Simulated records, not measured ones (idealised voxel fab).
process module | voxel capacitor over wiring
cross-section cut | 230 nm wide | cells 5 nm
A cross-section is a grid of square cells, given in bands from the top down. A band is one or more rows of cells.
Each band's line starts with the height of the band's top and of its bottom, in nm. Then come its materials from left to right, each with its width in nm. One material with "throughout" fills the band from edge to edge. "air" is empty space.
Height 0 is the level under which the wafer as received is all one material. The lowest band goes on downwards, as in "0 down".
A width such as "30 to 40" changes by the same amount from each row of cells to the next, from the band's top row to its bottom row.
"no change" after a step means that no cell of the cross-section changed.
closed voids: empty space of 8 cells or more with no open way to the top, each as width x height at its distance from the left edge, in nm
after a step's settings: what the simulator itself notes on the step
overlay nm, on a step with a mask: how far to the right of its planned place the mask lay; to the left if negative
plan
1 op RECEIVE | material Si
2 op CONFORMAL_DEP | material SiO2 | thk nm 10
3 op CONFORMAL_DEP | material SiCN | thk nm 5
4 op DIRECTIONAL_DEP | material SiO2 | thk nm 20
5 op DIRECTIONAL_DEP | material aC | thk nm 10
6 op PATTERN | tone open | mask id METAL_1 | material resist | width nm 25 | pitch nm 95 | thk nm 25 | overlay nm 0
7 op DIRECTIONAL_ETCH | etch materials aC | depth nm 10
8 op STRIP | etch materials resist
9 op DIRECTIONAL_ETCH | etch materials SiO2 | depth nm 20
10 op DIRECTIONAL_ETCH | etch materials SiCN | depth nm 5
11 op STRIP | etch materials aC
12 op CONFORMAL_DEP | material TiN | thk nm 5
13 op FILL_DEP | material Cu | thk nm 10
14 op CMP | height nm 35
15 op CONFORMAL_DEP | material SiCN | thk nm 5
16 op DIRECTIONAL_DEP | material SiO2 | thk nm 10
17 op PATTERN | tone open | mask id PLUG_1 | material resist | width nm 15 | thk nm 15 | overlay nm 0
18 op DIRECTIONAL_ETCH | etch materials SiO2 | depth nm 10
19 op DIRECTIONAL_ETCH | etch materials SiCN | depth nm 5
20 op STRIP | etch materials resist
21 op CONFORMAL_DEP | material TiN | thk nm 5
22 op FILL_DEP | material Cu | thk nm 10
23 op CMP | height nm 50
24 op DIRECTIONAL_DEP | material TiN | thk nm 5
25 op DIRECTIONAL_DEP | material SiN | thk nm 5
26 op DIRECTIONAL_DEP | material TiN | thk nm 5
27 op MASKED_ETCH | tone cover | mask id UPPER_PLATE | width nm 75 | etch materials TiN | depth nm 5 | overlay nm 0
28 op MASKED_ETCH | tone cover | mask id UPPER_PLATE | width nm 75 | etch materials SiN | depth nm 5 | overlay nm 0
29 op DIRECTIONAL_DEP | material aC | thk nm 10
30 op PATTERN | tone cover | mask id LOWER_PLATE | material resist | width nm 85 | thk nm 25 | overlay nm 0
31 op DIRECTIONAL_ETCH | etch materials aC | depth nm 10
32 op STRIP | etch materials resist
33 op DIRECTIONAL_ETCH | etch materials TiN | depth nm 5
34 op STRIP | etch materials aC
35 op FILL_DEP | material SiO2 | thk nm 15
36 op CMP | height nm 75
37 op DIRECTIONAL_DEP | material aC | thk nm 15
38 op PATTERN | tone open | mask id PLUG_2 | material resist | width nm 15 | thk nm 30 | overlay nm 0
39 op DIRECTIONAL_ETCH | etch materials aC | depth nm 15
40 op STRIP | etch materials resist
41 op DIRECTIONAL_ETCH | etch materials SiO2 | depth nm 10
42 op STRIP | etch materials aC
43 op CONFORMAL_DEP | material TiN | thk nm 5
44 op FILL_DEP | material W | thk nm 10
45 op CMP | height nm 75
46 op CONFORMAL_DEP | material SiN | thk nm 5
first wafer, as planned
as received, after step 1
  0 down: Si throughout
  closed voids: none
after step 2
  10 to 0: SiO2 throughout
  below 0: unchanged
after step 3
  15 to 10: SiCN throughout
  below 10: unchanged
after step 4
  35 to 15: SiO2 throughout
  below 15: unchanged
after step 5
  45 to 35: aC throughout
  below 35: unchanged
after step 6
  70 to 45: resist 55 | air 25 | resist 70 | air 25 | resist 55
  below 45: unchanged
after step 7
  60 to 45: resist 55 | air 25 | resist 70 | air 25 | resist 55
  45 to 35: aC 55 | air 25 | aC 70 | air 25 | aC 55
  below 35: unchanged
after step 8
  45 to 35: aC 55 | air 25 | aC 70 | air 25 | aC 55
  below 35: unchanged
after step 9
  45 to 35: aC 55 | air 25 | aC 70 | air 25 | aC 55
  35 to 15: SiO2 55 | air 25 | SiO2 70 | air 25 | SiO2 55
  below 15: unchanged
after step 10
  45 to 35: aC 55 | air 25 | aC 70 | air 25 | aC 55
  35 to 15: SiO2 55 | air 25 | SiO2 70 | air 25 | SiO2 55
  15 to 10: SiCN 55 | air 25 | SiCN 70 | air 25 | SiCN 55
  below 10: unchanged
after step 11
  35 to 15: SiO2 55 | air 25 | SiO2 70 | air 25 | SiO2 55
  below 15: unchanged
after step 12
  40 to 35: TiN 60 | air 15 | TiN 80 | air 15 | TiN 60
  35 to 15: SiO2 55 | TiN 5 | air 15 | TiN 5 | SiO2 70 | TiN 5 | air 15 | TiN 5 | SiO2 55
  15 to 10: SiCN 55 | TiN 25 | SiCN 70 | TiN 25 | SiCN 55
  below 10: unchanged
after step 13
  50 to 40: Cu throughout
  40 to 35: TiN 60 | Cu 15 | TiN 80 | Cu 15 | TiN 60
  35 to 15: SiO2 55 | TiN 5 | Cu 15 | TiN 5 | SiO2 70 | TiN 5 | Cu 15 | TiN 5 | SiO2 55
  below 15: unchanged
after step 14
  35 to 15: SiO2 55 | TiN 5 | Cu 15 | TiN 5 | SiO2 70 | TiN 5 | Cu 15 | TiN 5 | SiO2 55
  below 15: unchanged
after step 15
  40 to 35: SiCN throughout
  below 35: unchanged
after step 16
  50 to 40: SiO2 throughout
  below 40: unchanged
after step 17
  65 to 50: resist 65 | air 15 | resist 150
  below 50: unchanged
after step 18
  65 to 50: resist 65 | air 15 | resist 150
  50 to 40: SiO2 65 | air 15 | SiO2 150
  below 40: unchanged
after step 19
  65 to 50: resist 65 | air 15 | resist 150
  50 to 40: SiO2 65 | air 15 | SiO2 150
  40 to 35: SiCN 65 | air 15 | SiCN 150
  below 35: unchanged
after step 20
  50 to 40: SiO2 65 | air 15 | SiO2 150
  below 40: unchanged
after step 21
  55 to 50: TiN 70 | air 5 | TiN 155
  50 to 40: SiO2 65 | TiN 5 | air 5 | TiN 5 | SiO2 150
  40 to 35: SiCN 65 | TiN 15 | SiCN 150
  below 35: unchanged
after step 22
  65 to 55: Cu throughout
  55 to 50: TiN 70 | Cu 5 | TiN 155
  50 to 40: SiO2 65 | TiN 5 | Cu 5 | TiN 5 | SiO2 150
  below 40: unchanged
after step 23
  50 to 40: SiO2 65 | TiN 5 | Cu 5 | TiN 5 | SiO2 150
  below 40: unchanged
after step 24
  55 to 50: TiN throughout
  below 50: unchanged
after step 25
  60 to 55: SiN throughout
  below 55: unchanged
after step 26
  65 to 60: TiN throughout
  below 60: unchanged
after step 27
  65 to 60: air 65 | TiN 75 | air 90
  below 60: unchanged
after step 28
  65 to 60: air 65 | TiN 75 | air 90
  60 to 55: air 65 | SiN 75 | air 90
  below 55: unchanged
after step 29
  75 to 65: air 65 | aC 75 | air 90
  65 to 60: aC 65 | TiN 75 | aC 90
  60 to 55: aC 65 | SiN 75 | aC 90
  below 55: unchanged
after step 30
  100 to 75: air 60 | resist 85 | air 85
  75 to 65: air 60 | resist 5 | aC 75 | resist 5 | air 85
  below 65: unchanged
after step 31
  90 to 75: air 60 | resist 85 | air 85
  75 to 65: air 60 | resist 5 | aC 75 | resist 5 | air 85
  65 to 60: air 60 | aC 5 | TiN 75 | aC 5 | air 85
  60 to 55: air 60 | aC 5 | SiN 75 | aC 5 | air 85
  below 55: unchanged
after step 32
  75 to 65: air 65 | aC 75 | air 90
  below 65: unchanged
after step 33
  75 to 65: air 65 | aC 75 | air 90
  65 to 60: air 60 | aC 5 | TiN 75 | aC 5 | air 85
  60 to 55: air 60 | aC 5 | SiN 75 | aC 5 | air 85
  55 to 50: air 60 | TiN 85 | air 85
  below 50: unchanged
after step 34
  65 to 60: air 65 | TiN 75 | air 90
  60 to 55: air 65 | SiN 75 | air 90
  below 55: unchanged
after step 35
  80 to 65: SiO2 throughout
  65 to 60: SiO2 65 | TiN 75 | SiO2 90
  60 to 55: SiO2 65 | SiN 75 | SiO2 90
  55 to 50: SiO2 60 | TiN 85 | SiO2 85
  below 50: unchanged
after step 36
  75 to 65: SiO2 throughout
  below 65: unchanged
after step 37
  90 to 75: aC throughout
  below 75: unchanged
after step 38
  120 to 90: resist 75 | air 15 | resist 140
  below 90: unchanged
after step 39
  105 to 90: resist 75 | air 15 | resist 140
  90 to 75: aC 75 | air 15 | aC 140
  below 75: unchanged
after step 40
  90 to 75: aC 75 | air 15 | aC 140
  below 75: unchanged
after step 41
  90 to 75: aC 75 | air 15 | aC 140
  75 to 65: SiO2 75 | air 15 | SiO2 140
  below 65: unchanged
after step 42
  75 to 65: SiO2 75 | air 15 | SiO2 140
  below 65: unchanged
after step 43
  80 to 75: TiN 80 | air 5 | TiN 145
  75 to 70: SiO2 75 | TiN 5 | air 5 | TiN 5 | SiO2 140
  70 to 60: SiO2 75 to 65 | TiN 15 to 75 | SiO2 140 to 90
  below 60: unchanged
after step 44
  90 to 80: W throughout
  80 to 75: TiN 80 | W 5 | TiN 145
  75 to 70: SiO2 75 | TiN 5 | W 5 | TiN 5 | SiO2 140
  below 70: unchanged
after step 45
  75 to 70: SiO2 75 | TiN 5 | W 5 | TiN 5 | SiO2 140
  below 70: unchanged
after step 46
  80 to 75: SiN throughout
  below 75: unchanged
second wafer: like start, like plan, one mistake. Through step 5 it matches the first wafer
when step 6 should have ended
  70 to 45: resist 45 | air 25 | resist 70 | air 25 | resist 65
  below 45: unchanged
when step 7 should have ended
  60 to 45: resist 45 | air 25 | resist 70 | air 25 | resist 65
  45 to 35: aC 45 | air 25 | aC 70 | air 25 | aC 65
  below 35: unchanged
when step 8 should have ended
  45 to 35: aC 45 | air 25 | aC 70 | air 25 | aC 65
  below 35: unchanged
when step 9 should have ended
  45 to 35: aC 45 | air 25 | aC 70 | air 25 | aC 65
  35 to 15: SiO2 45 | air 25 | SiO2 70 | air 25 | SiO2 65
  below 15: unchanged
when step 10 should have ended
  45 to 35: aC 45 | air 25 | aC 70 | air 25 | aC 65
  35 to 15: SiO2 45 | air 25 | SiO2 70 | air 25 | SiO2 65
  15 to 10: SiCN 45 | air 25 | SiCN 70 | air 25 | SiCN 65
  below 10: unchanged
when step 11 should have ended
  35 to 15: SiO2 45 | air 25 | SiO2 70 | air 25 | SiO2 65
  below 15: unchanged
when step 12 should have ended
  40 to 35: TiN 50 | air 15 | TiN 80 | air 15 | TiN 70
  35 to 15: SiO2 45 | TiN 5 | air 15 | TiN 5 | SiO2 70 | TiN 5 | air 15 | TiN 5 | SiO2 65
  15 to 10: SiCN 45 | TiN 25 | SiCN 70 | TiN 25 | SiCN 65
  below 10: unchanged
when step 13 should have ended
  50 to 40: Cu throughout
  40 to 35: TiN 50 | Cu 15 | TiN 80 | Cu 15 | TiN 70
  35 to 15: SiO2 45 | TiN 5 | Cu 15 | TiN 5 | SiO2 70 | TiN 5 | Cu 15 | TiN 5 | SiO2 65
  below 15: unchanged
when step 14 should have ended
  35 to 15: SiO2 45 | TiN 5 | Cu 15 | TiN 5 | SiO2 70 | TiN 5 | Cu 15 | TiN 5 | SiO2 65
  below 15: unchanged
when step 15 should have ended
  40 to 35: SiCN throughout
  below 35: unchanged
when step 16 should have ended
  50 to 40: SiO2 throughout
  below 40: unchanged
when step 17 should have ended
  65 to 50: resist 65 | air 15 | resist 150
  below 50: unchanged
when step 18 should have ended
  65 to 50: resist 65 | air 15 | resist 150
  50 to 40: SiO2 65 | air 15 | SiO2 150
  below 40: unchanged
when step 19 should have ended
  65 to 50: resist 65 | air 15 | resist 150
  50 to 40: SiO2 65 | air 15 | SiO2 150
  40 to 35: SiCN 65 | air 15 | SiCN 150
  below 35: unchanged
when step 20 should have ended
  50 to 40: SiO2 65 | air 15 | SiO2 150
  below 40: unchanged
when step 21 should have ended
  55 to 50: TiN 70 | air 5 | TiN 155
  50 to 40: SiO2 65 | TiN 5 | air 5 | TiN 5 | SiO2 150
  40 to 35: SiCN 65 | TiN 15 | SiCN 150
  below 35: unchanged
when step 22 should have ended
  65 to 55: Cu throughout
  55 to 50: TiN 70 | Cu 5 | TiN 155
  50 to 40: SiO2 65 | TiN 5 | Cu 5 | TiN 5 | SiO2 150
  below 40: unchanged
when step 23 should have ended
  50 to 40: SiO2 65 | TiN 5 | Cu 5 | TiN 5 | SiO2 150
  below 40: unchanged
when step 24 should have ended
  55 to 50: TiN throughout
  below 50: unchanged
when step 25 should have ended
  60 to 55: SiN throughout
  below 55: unchanged
when step 26 should have ended
  65 to 60: TiN throughout
  below 60: unchanged
when step 27 should have ended
  65 to 60: air 65 | TiN 75 | air 90
  below 60: unchanged
when step 28 should have ended
  65 to 60: air 65 | TiN 75 | air 90
  60 to 55: air 65 | SiN 75 | air 90
  below 55: unchanged
when step 29 should have ended
  75 to 65: air 65 | aC 75 | air 90
  65 to 60: aC 65 | TiN 75 | aC 90
  60 to 55: aC 65 | SiN 75 | aC 90
  below 55: unchanged
when step 30 should have ended
  100 to 75: air 60 | resist 85 | air 85
  75 to 65: air 60 | resist 5 | aC 75 | resist 5 | air 85
  below 65: unchanged
when step 31 should have ended
  90 to 75: air 60 | resist 85 | air 85
  75 to 65: air 60 | resist 5 | aC 75 | resist 5 | air 85
  65 to 60: air 60 | aC 5 | TiN 75 | aC 5 | air 85
  60 to 55: air 60 | aC 5 | SiN 75 | aC 5 | air 85
  below 55: unchanged
when step 32 should have ended
  75 to 65: air 65 | aC 75 | air 90
  below 65: unchanged
when step 33 should have ended
  75 to 65: air 65 | aC 75 | air 90
  65 to 60: air 60 | aC 5 | TiN 75 | aC 5 | air 85
  60 to 55: air 60 | aC 5 | SiN 75 | aC 5 | air 85
  55 to 50: air 60 | TiN 85 | air 85
  below 50: unchanged
when step 34 should have ended
  65 to 60: air 65 | TiN 75 | air 90
  60 to 55: air 65 | SiN 75 | air 90
  below 55: unchanged
when step 35 should have ended
  80 to 65: SiO2 throughout
  65 to 60: SiO2 65 | TiN 75 | SiO2 90
  60 to 55: SiO2 65 | SiN 75 | SiO2 90
  55 to 50: SiO2 60 | TiN 85 | SiO2 85
  below 50: unchanged
when step 36 should have ended
  75 to 65: SiO2 throughout
  below 65: unchanged
when step 37 should have ended
  90 to 75: aC throughout
  below 75: unchanged
when step 38 should have ended
  120 to 90: resist 75 | air 15 | resist 140
  below 90: unchanged
when step 39 should have ended
  105 to 90: resist 75 | air 15 | resist 140
  90 to 75: aC 75 | air 15 | aC 140
  below 75: unchanged
when step 40 should have ended
  90 to 75: aC 75 | air 15 | aC 140
  below 75: unchanged
when step 41 should have ended
  90 to 75: aC 75 | air 15 | aC 140
  75 to 65: SiO2 75 | air 15 | SiO2 140
  below 65: unchanged
when step 42 should have ended
  75 to 65: SiO2 75 | air 15 | SiO2 140
  below 65: unchanged
when step 43 should have ended
  80 to 75: TiN 80 | air 5 | TiN 145
  75 to 70: SiO2 75 | TiN 5 | air 5 | TiN 5 | SiO2 140
  70 to 60: SiO2 75 to 65 | TiN 15 to 75 | SiO2 140 to 90
  below 60: unchanged
when step 44 should have ended
  90 to 80: W throughout
  80 to 75: TiN 80 | W 5 | TiN 145
  75 to 70: SiO2 75 | TiN 5 | W 5 | TiN 5 | SiO2 140
  below 70: unchanged
when step 45 should have ended
  75 to 70: SiO2 75 | TiN 5 | W 5 | TiN 5 | SiO2 140
  below 70: unchanged
when step 46 should have ended
  80 to 75: SiN throughout
  below 75: unchanged
what went wrong: step 6 ran as: op PATTERN | tone open | mask id METAL_1 | material resist | width nm 25 | pitch nm 95 | thk nm 25 | overlay nm -10
at the end the second wafer has, in cells: as many of each material as the first, in other places
